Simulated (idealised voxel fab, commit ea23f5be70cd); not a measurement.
process module | voxel capacitor over wiring
cross-section cut | 280 nm wide | cells 5 nm
A cross-section is a grid of square cells, given in bands from the top down. A band is one or more rows of cells.
Each band's line starts with the height of the band's top and of its bottom, in nm. Then come its materials from left to right, each with its width in nm. One material with "throughout" fills the band from edge to edge. "air" is empty space.
Height 0 is the level under which the wafer as received is all one material. The lowest band goes on downwards, as in "0 down".
A width such as "30 to 40" changes by the same amount from each row of cells to the next, from the band's top row to its bottom row.
"no change" after a step means that no cell of the cross-section changed.
closed voids: empty space of 8 cells or more with no open way to the top, each as width x height at its distance from the left edge, in nm
after a step's settings: what the simulator itself notes on the step
overlay nm, on a step with a mask: how far to the right of its planned place the mask lay; to the left if negative
plan
1 op RECEIVE | material Si
2 op CONFORMAL_DEP | material SiO2 | thk nm 10
3 op DIRECTIONAL_DEP | material TiN | thk nm 5
4 op DIRECTIONAL_DEP | material W | thk nm 20
5 op PATTERN | tone cover | mask id METAL_1 | material resist | width nm 20 | pitch nm 75 | thk nm 15 | overlay nm 0
6 op DIRECTIONAL_ETCH | etch materials W | depth nm 20
7 op DIRECTIONAL_ETCH | etch materials TiN | depth nm 5
8 op STRIP | etch materials resist
9 op FILL_DEP | material lowk | thk nm 5
10 op CMP | height nm 35
11 op CONFORMAL_DEP | material SiCN | thk nm 5
12 op DIRECTIONAL_DEP | material SiO2 | thk nm 20
13 op DIRECTIONAL_DEP | material aC | thk nm 15
14 op PATTERN | tone open | mask id PLUG_1 | material resist | width nm 15 | thk nm 35 | overlay nm 0
15 op DIRECTIONAL_ETCH | etch materials aC | depth nm 15
16 op STRIP | etch materials resist
17 op DIRECTIONAL_ETCH | etch materials SiO2 | depth nm 20
18 op DIRECTIONAL_ETCH | etch materials SiCN | depth nm 5
19 op STRIP | etch materials aC
20 op EPI | material Ru | thk nm 10
21 op EPI | material Ru | thk nm 10
22 op EPI | material Ru | thk nm 5
23 op DIRECTIONAL_DEP | material TiN | thk nm 5
24 op DIRECTIONAL_DEP | material SiN | thk nm 5
25 op DIRECTIONAL_DEP | material TiN | thk nm 5
26 op PATTERN | tone cover | mask id UPPER_PLATE | material resist | width nm 60 | thk nm 20 | overlay nm 0
27 op DIRECTIONAL_ETCH | etch materials TiN | depth nm 5
28 op DIRECTIONAL_ETCH | etch materials SiN | depth nm 5
29 op STRIP | etch materials resist
30 op MASKED_ETCH | tone cover | mask id LOWER_PLATE | width nm 70 | etch materials TiN | depth nm 5 | overlay nm 0
31 op FILL_DEP | material SiO2 | thk nm 15
32 op CMP | height nm 85
33 op MASKED_ETCH | tone open | mask id PLUG_2 | width nm 15 | etch materials SiO2 | depth nm 10 | overlay nm 0
34 op CONFORMAL_DEP | material TiN | thk nm 5
35 op FILL_DEP | material Cu | thk nm 5
36 op CMP | height nm 85
37 op CONFORMAL_DEP | material SiCN | thk nm 5
as received, after step 1
  0 down: Si throughout
  closed voids: none
first wafer at the end, as planned
  90 to 85: SiCN throughout
  85 to 80: SiO2 105 | TiN 5 | Cu 5 | TiN 5 | SiO2 160
  80 to 70: SiO2 105 to 95 | TiN 15 to 60 | SiO2 160 to 125
  70 to 65: SiO2 95 | SiN 60 | SiO2 125
  65 to 60: SiO2 90 | TiN 70 | SiO2 120
  60 to 40: SiO2 95 | Ru 15 | SiO2 170
  40 to 35: SiCN 95 | Ru 15 | SiCN 170
  35 to 15: lowk 90 | W 20 | lowk 55 | W 20 | lowk 95
  15 to 10: lowk 90 | TiN 20 | lowk 55 | TiN 20 | lowk 95
  10 to 0: SiO2 throughout
  0 down: Si throughout
  closed voids: none
second wafer at the end: like start, like plan, one mistake
  90 to 85: SiCN throughout
  85 to 80: SiO2 105 | TiN 5 | Cu 5 | TiN 5 | SiO2 160
  80 to 70: SiO2 105 to 110 | TiN 15 to 45 | SiO2 160 to 125
  70 to 65: SiO2 95 | TiN 15 | SiN 45 | SiO2 125
  65 to 60: SiO2 90 | TiN 5 | SiN 15 | TiN 50 | SiO2 120
  60 to 55: SiCN 95 | TiN 15 | SiCN 170
  55 to 35: SiO2 throughout
  35 to 15: lowk 90 | W 20 | lowk 55 | W 20 | lowk 95
  15 to 10: lowk 90 | TiN 20 | lowk 55 | TiN 20 | lowk 95
  10 to 0: SiO2 throughout
  0 down: Si throughout
  closed voids: none
what went wrong: steps 11 and 12 were swapped
at the end the second wafer has, in cells: 15 fewer of Ru | 15 more of SiO2
